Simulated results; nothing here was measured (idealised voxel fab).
process module | voxel trench capacitor
cross-section cut | 255 nm wide | cells 5 nm
A cross-section is a grid of square cells, given in bands from the top down. A band is one or more rows of cells.
Each band's line starts with the height of the band's top and of its bottom, in nm. Then come its materials from left to right, each with its width in nm. One material with "throughout" fills the band from edge to edge. "air" is empty space.
Height 0 is the level under which the wafer as received is all one material. The lowest band goes on downwards, as in "0 down".
A width such as "30 to 40" changes by the same amount from each row of cells to the next, from the band's top row to its bottom row.
"no change" after a step means that no cell of the cross-section changed.
closed voids: empty space of 8 cells or more with no open way to the top, each as width x height at its distance from the left edge, in nm
after a step's settings: what the simulator itself notes on the step
overlay nm, on a step with a mask: how far to the right of its planned place the mask lay; to the left if negative
plan
1 op RECEIVE | material Si
2 op CONFORMAL_DEP | material SiN | thk nm 10
3 op DIRECTIONAL_DEP | material aC | thk nm 15
4 op PATTERN | tone open | mask id TRENCH | material resist | width nm 20 | pitch nm 45 | thk nm 30 | overlay nm 0
5 op DIRECTIONAL_ETCH | etch materials aC | depth nm 15
6 op STRIP | etch materials resist
7 op DIRECTIONAL_ETCH | etch materials SiN | depth nm 10
8 op DIRECTIONAL_ETCH | etch materials Si | depth nm 30
9 op STRIP | etch materials aC
10 op CONFORMAL_DEP | material SiO2 | thk nm 5
11 op FILL_DEP | material polySi | thk nm 10
12 op CMP | height nm 10
as received, after step 1
  0 down: Si throughout
  closed voids: none
a wafer at the end: this start, this plan, one mistake
  10 to 0: SiN 50 | SiO2 5 | polySi 15 | SiO2 5 | SiN 20 | SiO2 5 | polySi 15 | SiO2 5 | SiN 20 | SiO2 5 | polySi 15 | SiO2 5 | SiN 20 | SiO2 5 | polySi 15 | SiO2 5 | SiN 45
  0 to -25: Si 50 | SiO2 5 | polySi 15 | SiO2 5 | Si 20 | SiO2 5 | polySi 15 | SiO2 5 | Si 20 | SiO2 5 | polySi 15 | SiO2 5 | Si 20 | SiO2 5 | polySi 15 | SiO2 5 | Si 45
  -25 to -30: Si 50 | SiO2 25 | Si 20 | SiO2 25 | Si 20 | SiO2 25 | Si 20 | SiO2 25 | Si 45
  -30 down: Si throughout
  closed voids: none
what went wrong: step 4 ran as: op PATTERN | tone open | mask id TRENCH | material resist | width nm 25 | pitch nm 45 | thk nm 30 | overlay nm 0
